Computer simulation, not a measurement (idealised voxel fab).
The following process module bears the name voxel gate over fins.
It is cross-section cut that appears here, measuring 150 nm in width, its square cells being 5 nm in size.
A cross-section is written here as square cells arranged in a grid, and it is given in bands from the top down, each band taking up one or more rows of cells. Within each band entry, the heights of the top and of the bottom of the band appear first, in that order and in nm; the materials of the band then follow from left to right, each with its corresponding width in nm. The designation "full width" on a single material indicates that it fills the band from edge to edge; the designation "empty" indicates empty space. Height reference: 0 = level under which incoming wafer is all one material. Lowest band: no bottom, runs on downward, e.g. "from 0 down". Note: "30 to 40" means the width goes from the first number (top row of the band) to the second number (bottom row) in equal steps per row of cells. When a step is marked "nothing got changed", none of the cells in the cross-section changed during that step. The entry titled "Fully sealed voids" provides the empty spaces that have no open way to the top, restricted to those of 8 cells or more. Each is presented as width x height at distance, the distance being measured from the left edge, with all three in nm. Read whatever lies past the settings on a step's line as the simulator's own remark about the step. On any step carrying a mask, the "overlay nm" setting, if present on the step's line, tells how far right of its planned place the mask lay; negative values point to the left.
-- The following list gives the planned process steps
1 RECEIVE (material Si)
2 CONFORMAL_DEP (material SiN; thk nm 5)
3 MASKED_ETCH (tone cover; mask id FINS; width nm 15; pitch nm 45; etch materials SiN; depth nm 5; overlay nm 0)
4 MASKED_ETCH (tone cover; mask id FINS; width nm 15; pitch nm 45; etch materials Si; depth nm 30; overlay nm 0)
5 OXIDIZE (depth nm 5)
6 FILL_DEP (material SiO2; thk nm 10)
7 CMP (height nm 5)
8 SELECTIVE_ETCH (etch materials SiO2; depth nm 15)
9 STRIP (etch materials SiN)
10 CONFORMAL_DEP (material HfO2; thk nm 5)
11 CONFORMAL_DEP (material TiN; thk nm 5)
12 FILL_DEP (material W; thk nm 15)
13 CMP (height nm 20)
14 CONFORMAL_DEP (material SiCN; thk nm 10)
-- The following pertains to the first of two wafers, which was processed as planned
-- Incoming wafer, cross-sectional view, post step 1
  from 0 down = Si full width
  Fully sealed voids: none
-- Cross-section of the wafer subsequent to step 2
  from 5 to 0 = SiN full width
  For the remainder of the cross-section, below 0, there is no change.
-- Cross-section of the wafer subsequent to step 3
  from 5 to 0 = 45 of empty, 15 of SiN, 30 of empty, 15 of SiN, 45 of empty
  For the remainder of the cross-section, below 0, there is no change.
-- Cross-section of the wafer subsequent to step 4
  from 5 to 0 = 45 of empty, 15 of SiN, 30 of empty, 15 of SiN, 45 of empty
  from 0 to -30 = 45 of empty, 15 of Si, 30 of empty, 15 of Si, 45 of empty
  For the remainder of the cross-section, below -30, there is no change.
-- Cross-section of the wafer subsequent to step 5
  from 5 to 0 = 45 of empty, 15 of SiN, 30 of empty, 15 of SiN, 45 of empty
  from 0 to -30 = 45 of empty, 5 of SiO2, 5 of Si, 5 of SiO2, 30 of empty, 5 of SiO2, 5 of Si, 5 of SiO2, 45 of empty
  from -30 to -35 = 50 of SiO2, 5 of Si, 40 of SiO2, 5 of Si, 50 of SiO2
  For the remainder of the cross-section, below -35, there is no change.
-- Cross-section of the wafer subsequent to step 6
  from 15 to 5 = SiO2 full width
  from 5 to 0 = 45 of SiO2, 15 of SiN, 30 of SiO2, 15 of SiN, 45 of SiO2
  from 0 to -35 = 50 of SiO2, 5 of Si, 40 of SiO2, 5 of Si, 50 of SiO2
  For the remainder of the cross-section, below -35, there is no change.
-- Cross-section of the wafer subsequent to step 7
  from 5 to 0 = 45 of SiO2, 15 of SiN, 30 of SiO2, 15 of SiN, 45 of SiO2
  For the remainder of the cross-section, below 0, there is no change.
-- Cross-section of the wafer subsequent to step 8
  from 5 to 0 = 45 of empty, 15 of SiN, 30 of empty, 15 of SiN, 45 of empty
  from 0 to -10 = 50 of empty, 5 of Si, 40 of empty, 5 of Si, 50 of empty
  For the remainder of the cross-section, below -10, there is no change.
-- Cross-section of the wafer subsequent to step 9
  from 0 to -10 = 50 of empty, 5 of Si, 40 of empty, 5 of Si, 50 of empty
  For the remainder of the cross-section, below -10, there is no change.
-- Cross-section of the wafer subsequent to step 10
  from 5 to 0 = 45 of empty, 15 of HfO2, 30 of empty, 15 of HfO2, 45 of empty
  from 0 to -5 = 45 of empty, 5 of HfO2, 5 of Si, 5 of HfO2, 30 of empty, 5 of HfO2, 5 of Si, 5 of HfO2, 45 of empty
  from -5 to -10 = 50 of HfO2, 5 of Si, 40 of HfO2, 5 of Si, 50 of HfO2
  For the remainder of the cross-section, below -10, there is no change.
-- Cross-section of the wafer subsequent to step 11
  from 10 to 5 = 40 of empty, 25 of TiN, 20 of empty, 25 of TiN, 40 of empty
  from 5 to 0 = 40 of empty, 5 of TiN, 15 of HfO2, 5 of TiN, 20 of empty, 5 of TiN, 15 of HfO2, 5 of TiN, 40 of empty
  from 0 to -5 = 45 of TiN, 5 of HfO2, 5 of Si, 5 of HfO2, 30 of TiN, 5 of HfO2, 5 of Si, 5 of HfO2, 45 of TiN
  For the remainder of the cross-section, below -5, there is no change.
-- Cross-section of the wafer subsequent to step 12
  from 25 to 10 = W full width
  from 10 to 5 = 40 of W, 25 of TiN, 20 of W, 25 of TiN, 40 of W
  from 5 to 0 = 40 of W, 5 of TiN, 15 of HfO2, 5 of TiN, 20 of W, 5 of TiN, 15 of HfO2, 5 of TiN, 40 of W
  For the remainder of the cross-section, below 0, there is no change.
-- Cross-section of the wafer subsequent to step 13
  from 20 to 10 = W full width
  For the remainder of the cross-section, below 10, there is no change.
-- Cross-section of the wafer subsequent to step 14
  from 30 to 20 = SiCN full width
  For the remainder of the cross-section, below 20, there is no change.
-- Second wafer - shared start and plan with the first - one error in running - same as the first up to step 7 inclusive
-- Cross-section of the second wafer when, according to plan, step 8 should have finished
  from 5 to 0 = 45 of empty, 15 of SiN, 30 of empty, 15 of SiN, 45 of empty
  from 0 to -25 = 50 of empty, 5 of Si, 40 of empty, 5 of Si, 50 of empty
  For the remainder of the cross-section, below -25, there is no change.
-- Cross-section of the second wafer when, according to plan, step 9 should have finished
  from 0 to -25 = 50 of empty, 5 of Si, 40 of empty, 5 of Si, 50 of empty
  For the remainder of the cross-section, below -25, there is no change.
-- Cross-section of the second wafer when, according to plan, step 10 should have finished
  from 5 to 0 = 45 of empty, 15 of HfO2, 30 of empty, 15 of HfO2, 45 of empty
  from 0 to -20 = 45 of empty, 5 of HfO2, 5 of Si, 5 of HfO2, 30 of empty, 5 of HfO2, 5 of Si, 5 of HfO2, 45 of empty
  from -20 to -25 = 50 of HfO2, 5 of Si, 40 of HfO2, 5 of Si, 50 of HfO2
  For the remainder of the cross-section, below -25, there is no change.
-- Cross-section of the second wafer when, according to plan, step 11 should have finished
  from 10 to 5 = 40 of empty, 25 of TiN, 20 of empty, 25 of TiN, 40 of empty
  from 5 to 0 = 40 of empty, 5 of TiN, 15 of HfO2, 5 of TiN, 20 of empty, 5 of TiN, 15 of HfO2, 5 of TiN, 40 of empty
  from 0 to -15 = 40 of empty, 5 of TiN, 5 of HfO2, 5 of Si, 5 of HfO2, 5 of TiN, 20 of empty, 5 of TiN, 5 of HfO2, 5 of Si, 5 of HfO2, 5 of TiN, 40 of empty
  from -15 to -20 = 45 of TiN, 5 of HfO2, 5 of Si, 5 of HfO2, 30 of TiN, 5 of HfO2, 5 of Si, 5 of HfO2, 45 of TiN
  For the remainder of the cross-section, below -20, there is no change.
-- Cross-section of the second wafer when, according to plan, step 12 should have finished
  from 25 to 10 = W full width
  from 10 to 5 = 40 of W, 25 of TiN, 20 of W, 25 of TiN, 40 of W
  from 5 to 0 = 40 of W, 5 of TiN, 15 of HfO2, 5 of TiN, 20 of W, 5 of TiN, 15 of HfO2, 5 of TiN, 40 of W
  from 0 to -15 = 40 of W, 5 of TiN, 5 of HfO2, 5 of Si, 5 of HfO2, 5 of TiN, 20 of W, 5 of TiN, 5 of HfO2, 5 of Si, 5 of HfO2, 5 of TiN, 40 of W
  For the remainder of the cross-section, below -15, there is no change.
-- Cross-section of the second wafer when, according to plan, step 13 should have finished
  from 20 to 10 = W full width
  For the remainder of the cross-section, below 10, there is no change.
-- Cross-section of the second wafer when, according to plan, step 14 should have finished
  from 30 to 20 = SiCN full width
  For the remainder of the cross-section, below 20, there is no change.
Plan not followed: plan step 8 was conducted twice
Once processing is complete, comparing cell counts shows that the second wafer has more or fewer of certain materials than the first: HfO2: 12 more, SiO2: 84 fewer, TiN: 12 more, W: 60 more
